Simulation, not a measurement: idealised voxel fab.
Process module heading - voxel double patterning
We display cut, a cross-section 250 nm in width whose square cells are each 5 nm.
Bands, listed from the top down, are how a cross-section gets written in this document; the cross-section itself is a grid of square cells, and a band is one or more rows of them. Read a band's entry like this: the first values are the height of its top and the height of its bottom in nm, and what follows is the sequence of materials from left to right, each with its width in nm. Note that "empty" is empty space, and that a single material marked "throughout" reaches across the band from edge to edge. Heads up on the height convention: 0 is the point under which the incoming wafer is all one material, and the lowest band has no bottom, it just keeps going down, like "0 -> down". Graded width ("30 to 40"): value in top row of band = first number; value in bottom row = second number; row-to-row change constant. "everything unchanged" means the step left every cell of the cross-section as it was. Voids not open to the top, 8 cells minimum: see "Tabulated closed voids". Written width x height at distance; distance is from the left edge; nm. Formally, on a step line, whatever follows the settings is a remark that the simulator itself makes on the step. Among the settings permitted on a step's line is "overlay nm"; applied to a step with a mask, it specifies the extent to which the mask lay to the right of its planned position, whereas a negative figure signifies a position to the left.

Intended process steps
step 1: RECEIVE: material Si
step 2: CONFORMAL_DEP: material SiO2, thk nm 10
step 3: DIRECTIONAL_DEP: material polySi, thk nm 20
step 4: DIRECTIONAL_DEP: material SiN, thk nm 5
step 5: MASKED_ETCH: tone open, mask id FIRST, width nm 15, pitch nm 50, etch materials SiN, depth nm 5, overlay nm 0
step 6: MASKED_ETCH: tone open, mask id SECOND, width nm 15, pitch nm 50, etch materials SiN, depth nm 5, overlay nm 0
step 7: DIRECTIONAL_ETCH: etch materials polySi, depth nm 20
step 8: STRIP: etch materials SiN

Cross-section: wafer on arrival = after step 1
  0 -> down  Si throughout
  Tabulated closed voids: none

One mistake in running the module, otherwise start and plan as above: cross-section at the end
  35 -> 30  SiO2 throughout
  30 -> 10  polySi throughout
  10 -> 0  SiO2 throughout
  0 -> down  Si throughout
  Tabulated closed voids: none
What was the processing mistake? step 4 did not happen as planned, as run it was DIRECTIONAL_DEP: material SiO2, thk nm 5
